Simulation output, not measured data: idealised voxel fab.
process module | voxel ribs on slabs
cross-section cut | 150 nm wide | cells 5 nm
A cross-section is a grid of square cells, given in bands from the top down. A band is one or more rows of cells.
Each band's line starts with the height of the band's top and of its bottom, in nm. Then come its materials from left to right, each with its width in nm. One material with "throughout" fills the band from edge to edge. "air" is empty space.
Height 0 is the level under which the wafer as received is all one material. The lowest band goes on downwards, as in "0 down".
A width such as "30 to 40" changes by the same amount from each row of cells to the next, from the band's top row to its bottom row.
"no change" after a step means that no cell of the cross-section changed.
closed voids: empty space of 8 cells or more with no open way to the top, each as width x height at its distance from the left edge, in nm
after a step's settings: what the simulator itself notes on the step
overlay nm, on a step with a mask: how far to the right of its planned place the mask lay; to the left if negative
plan
1 op RECEIVE | material Si
2 op DIRECTIONAL_DEP | material SiO2 | thk nm 20
3 op DIRECTIONAL_DEP | material SiN | thk nm 25
4 op PATTERN | tone cover | mask id RIB | material resist | width nm 30 | thk nm 20 | overlay nm 0
5 op DIRECTIONAL_ETCH | etch materials SiN | depth nm 10
6 op STRIP | etch materials resist
7 op PATTERN | tone cover | mask id SLAB | material resist | width nm 80 | thk nm 20 | overlay nm 0
8 op DIRECTIONAL_ETCH | etch materials SiN | depth nm 15
9 op STRIP | etch materials resist
10 op FILL_DEP | material SiO2 | thk nm 30
11 op CMP | height nm 65
12 op DIRECTIONAL_DEP | material W | thk nm 5
13 op MASKED_ETCH | tone cover | mask id HEATER | width nm 40 | etch materials W | depth nm 5 | overlay nm 0
14 op CONFORMAL_DEP | material SiO2 | thk nm 5
as received, after step 1
  0 down: Si throughout
  closed voids: none
a wafer at the end: this start, this plan, one mistake
  75 to 70: air 45 | SiO2 60 | air 45
  70 to 65: SiO2 50 | W 50 | SiO2 50
  65 to 45: SiO2 throughout
  45 to 35: SiO2 60 | SiN 30 | SiO2 60
  35 to 20: SiO2 35 | SiN 80 | SiO2 35
  20 to 0: SiO2 throughout
  0 down: Si throughout
  closed voids: none
what went wrong: step 13 ran as: op MASKED_ETCH | tone cover | mask id HEATER | width nm 50 | etch materials W | depth nm 5 | overlay nm 0
